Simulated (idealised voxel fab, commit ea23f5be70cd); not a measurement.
Process module name: voxel air gaps
Pictured: cross-section cut, 165 nm wide, on a grid of 5 nm square cells.
A cross-section in this document is a grid of square cells, and it is written down as bands, the top band listed before the ones below it; a band is made up of one or more rows of cells. Heads up on the band format: heights come first, top then bottom, in nm. After that it's the materials left to right, each with its width in nm. A single material flagged "full width" fills the whole band edge to edge, and "empty" means there's empty space there. Height reference: 0 = level under which incoming wafer is all one material. Lowest band: no bottom, runs on downward, e.g. "0 down". A width given as "30->40" starts at the first number in the band's top row and ends at the second number in its bottom row, shifting by an equal amount at every step from row to row. "no alteration" means the step left every cell of the cross-section as it was. In the "Enclosed cavity list" entry, you get each enclosed empty space of 8 cells or more, one with no open way to the top, written width x height at distance, distance from the left edge, in nm. Where a step's line continues beyond its settings, the continuation is a remark by the simulator itself on that step. overlay nm: mask offset rightward from planned place, masked step; negative means leftward offset.
Here's what the planned process steps look like:
- 1: RECEIVE [material Si]
- 2: CONFORMAL_DEP [material SiO2] [thk nm 15]
- 3: CONFORMAL_DEP [material SiN] [thk nm 5]
- 4: DIRECTIONAL_DEP [material SiO2] [thk nm 40]
- 5: PATTERN [tone open] [mask id LINES] [material resist] [width nm 15] [pitch nm 40] [thk nm 15] [overlay nm -15]
- 6: DIRECTIONAL_ETCH [etch materials SiO2] [depth nm 40]
- 7: STRIP [etch materials resist]
- 8: CONFORMAL_DEP [material TiN] [thk nm 5]
- 9: FILL_DEP [material W] [thk nm 10]
- 10: CMP [height nm 60]
- 11: EPI [material Ru] [thk nm 10]
- 12: SELECTIVE_ETCH [etch materials SiO2] [depth nm 50]
- 13: CONFORMAL_DEP [material SiCN] [thk nm 5]
The value of overlay nm given for step 5 in the plan refers to the first wafer; the wafers vary in this setting and are alike at the start.
The as-received cross-section of the first of several wafers corresponds to the state after step 1:
  0 down = Si full width
  Enclosed cavity list: none
What follows is a table in which each wafer occupies a row; for the wafer as it stands at the close of the module, the row states, material by material, how many cells have been gained (+) or lost (-) since receipt, and then gives its closed voids:
overlay nm -15, +42 Ru, +109 SiCN, +33 SiN, +99 SiO2, +51 TiN, +21 W, Enclosed cavity list: 15 x 30 at 40; 15 x 30 at 80
overlay nm -10, +42 Ru, +109 SiCN, +33 SiN, +99 SiO2, +51 TiN, +21 W, Enclosed cavity list: 15 x 30 at 45; 15 x 30 at 85
overlay nm -5, +42 Ru, +109 SiCN, +33 SiN, +99 SiO2, +51 TiN, +21 W, Enclosed cavity list: 15 x 30 at 50; 15 x 30 at 90
overlay nm 0, +42 Ru, +109 SiCN, +33 SiN, +99 SiO2, +51 TiN, +21 W, Enclosed cavity list: 15 x 30 at 55; 15 x 30 at 95
overlay nm 5, +42 Ru, +109 SiCN, +33 SiN, +99 SiO2, +51 TiN, +21 W, Enclosed cavity list: 15 x 30 at 60; 15 x 30 at 100
overlay nm 10, +42 Ru, +109 SiCN, +33 SiN, +99 SiO2, +51 TiN, +21 W, Enclosed cavity list: 15 x 30 at 65; 15 x 30 at 105
overlay nm 15, +42 Ru, +109 SiCN, +33 SiN, +99 SiO2, +51 TiN, +21 W, Enclosed cavity list: 15 x 30 at 70; 15 x 30 at 110
